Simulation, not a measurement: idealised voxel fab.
process module | voxel transistor to metal
cross-section cut | 170 nm wide | cells 5 nm
A cross-section is a grid of square cells, given in bands from the top down. A band is one or more rows of cells.
Each band's line starts with the height of the band's top and of its bottom, in nm. Then come its materials from left to right, each with its width in nm. One material with "throughout" fills the band from edge to edge. "air" is empty space.
Height 0 is the level under which the wafer as received is all one material. The lowest band goes on downwards, as in "0 down".
A width such as "30 to 40" changes by the same amount from each row of cells to the next, from the band's top row to its bottom row.
"no change" after a step means that no cell of the cross-section changed.
closed voids: empty space of 8 cells or more with no open way to the top, each as width x height at its distance from the left edge, in nm
after a step's settings: what the simulator itself notes on the step
overlay nm, on a step with a mask: how far to the right of its planned place the mask lay; to the left if negative
plan
1 op RECEIVE | material Si
2 op OXIDIZE | depth nm 5
3 op CONFORMAL_DEP | material SiN | thk nm 15
4 op PATTERN | tone cover | mask id ACTIVE | material resist | width nm 95 | thk nm 15 | overlay nm 0
5 op DIRECTIONAL_ETCH | etch materials SiN | depth nm 15
6 op DIRECTIONAL_ETCH | etch materials SiO2 | depth nm 5
7 op DIRECTIONAL_ETCH | etch materials Si | depth nm 25
8 op STRIP | etch materials resist
9 op OXIDIZE | depth nm 5
10 op FILL_DEP | material SiO2 | thk nm 10
11 op CMP | height nm 15
12 op SELECTIVE_ETCH | etch materials SiO2 | depth nm 15
13 op STRIP | etch materials SiN
14 op SELECTIVE_ETCH | etch materials SiO2 | depth nm 5
15 op OXIDIZE | depth nm 5
16 op DIRECTIONAL_DEP | material polySi | thk nm 30
17 op DIRECTIONAL_DEP | material SiCN | thk nm 10
18 op MASKED_ETCH | tone cover | mask id GATE | width nm 25 | etch materials SiCN | depth nm 20 | overlay nm 0
19 op MASKED_ETCH | tone cover | mask id GATE | width nm 25 | etch materials polySi | depth nm 40 | overlay nm 0
20 op CONFORMAL_DEP | material SiN | thk nm 10
21 op DIRECTIONAL_ETCH | etch materials SiN | depth nm 10
22 op DIRECTIONAL_ETCH | etch materials SiO2 | depth nm 5
23 op EPI | material nSi | thk nm 5
24 op FILL_DEP | material SiO2 | thk nm 5
25 op CMP | height nm 35
26 op DIRECTIONAL_DEP | material SiO2 | thk nm 15
27 op PATTERN | tone open | mask id CONTACT | material resist | width nm 25 | pitch nm 60 | thk nm 15 | overlay nm 0
28 op DIRECTIONAL_ETCH | etch materials SiO2 | depth nm 55
29 op STRIP | etch materials resist
30 op CONFORMAL_DEP | material TiN | thk nm 5
31 op FILL_DEP | material Ru | thk nm 5
32 op CMP | height nm 50
33 op CONFORMAL_DEP | material SiN | thk nm 5
34 op DIRECTIONAL_DEP | material SiO2 | thk nm 20
35 op PATTERN | tone open | mask id METAL_1 | material resist | width nm 15 | pitch nm 70 | thk nm 15 | overlay nm 0
36 op DIRECTIONAL_ETCH | etch materials SiO2 | depth nm 20
37 op DIRECTIONAL_ETCH | etch materials SiN | depth nm 5
38 op STRIP | etch materials resist
39 op CONFORMAL_DEP | material TiN | thk nm 5
40 op FILL_DEP | material Ru | thk nm 10
41 op CMP | height nm 75
42 op CONFORMAL_DEP | material SiN | thk nm 5
as received, after step 1
  0 down: Si throughout
  closed voids: none
a wafer at the end: this start, this plan, one mistake
  80 to 75: SiN throughout
  75 to 55: SiO2 40 | TiN 5 | Ru 5 | TiN 5 | SiO2 55 | TiN 5 | Ru 5 | TiN 5 | SiO2 45
  55 to 50: SiN 40 | TiN 15 | SiN 55 | TiN 15 | SiN 45
  50 to 40: SiO2 40 | TiN 5 | Ru 15 | TiN 5 | SiO2 35 | TiN 5 | Ru 15 | TiN 5 | SiO2 45
  40 to 35: SiO2 40 | TiN 5 | Ru 10 | TiN 10 | SiO2 35 | TiN 10 | Ru 10 | TiN 5 | SiO2 45
  35 to 30: SiO2 40 | TiN 5 | Ru 10 | TiN 5 | SiN 10 | SiCN 25 | SiN 10 | TiN 5 | Ru 10 | TiN 5 | SiO2 45
  30 to 5: SiO2 40 | TiN 5 | Ru 10 | TiN 5 | SiN 10 | polySi 25 | SiN 10 | TiN 5 | Ru 10 | TiN 5 | SiO2 45
  5 to 0: SiO2 40 | TiN 20 | SiN 10 | polySi 25 | SiN 10 | TiN 20 | SiO2 45
  0 to -5: SiO2 30 | SiN 10 | nSi 20 | SiO2 45 | nSi 20 | SiN 10 | SiO2 35
  -5 to -35: SiO2 40 | Si 85 | SiO2 45
  -35 down: Si throughout
  closed voids: none
what went wrong: steps 13 and 14 were swapped
